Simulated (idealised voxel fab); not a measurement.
process module | voxel quadruple lines
cross-section cut | 215 nm wide | cells 5 nm
A cross-section is a grid of square cells, given in bands from the top down. A band is one or more rows of cells.
Each band's line starts with the height of the band's top and of its bottom, in nm. Then come its materials from left to right, each with its width in nm. One material with "throughout" fills the band from edge to edge. "air" is empty space.
Height 0 is the level under which the wafer as received is all one material. The lowest band goes on downwards, as in "0 down".
A width such as "30 to 40" changes by the same amount from each row of cells to the next, from the band's top row to its bottom row.
"no change" after a step means that no cell of the cross-section changed.
closed voids: empty space of 8 cells or more with no open way to the top, each as width x height at its distance from the left edge, in nm
after a step's settings: what the simulator itself notes on the step
overlay nm, on a step with a mask: how far to the right of its planned place the mask lay; to the left if negative
plan
1 op RECEIVE | material Si
2 op CONFORMAL_DEP | material Al2O3 | thk nm 5
3 op DIRECTIONAL_DEP | material TiN | thk nm 10
4 op DIRECTIONAL_DEP | material polySi | thk nm 15
5 op DIRECTIONAL_DEP | material aC | thk nm 20
6 op PATTERN | tone cover | mask id MANDREL | material resist | width nm 35 | pitch nm 100 | thk nm 25 | overlay nm 0
7 op DIRECTIONAL_ETCH | etch materials aC | depth nm 20
8 op STRIP | etch materials resist
9 op CONFORMAL_DEP | material SiO2 | thk nm 15
10 op DIRECTIONAL_ETCH | etch materials SiO2 | depth nm 15
11 op STRIP | etch materials aC
12 op DIRECTIONAL_ETCH | etch materials polySi | depth nm 15
13 op STRIP | etch materials SiO2
14 op CONFORMAL_DEP | material SiCN | thk nm 10
15 op DIRECTIONAL_ETCH | etch materials SiCN | depth nm 10
16 op STRIP | etch materials polySi
17 op DIRECTIONAL_ETCH | etch materials TiN | depth nm 10
18 op STRIP | etch materials SiCN
19 op FILL_DEP | material lowk | thk nm 10
20 op CMP | height nm 15
as received, after step 1
  0 down: Si throughout
  closed voids: none
a wafer at the end: this start, this plan, one mistake
  15 to 5: lowk 15 | TiN 10 | lowk 15 | TiN 10 | lowk 15 | TiN 10 | lowk 15 | TiN 10 | lowk 15 | TiN 10 | lowk 15 | TiN 10 | lowk 15 | TiN 10 | lowk 15 | TiN 10 | lowk 15
  5 to 0: polySi throughout
  0 down: Si throughout
  closed voids: none
what went wrong: step 2 ran as: op CONFORMAL_DEP | material polySi | thk nm 5
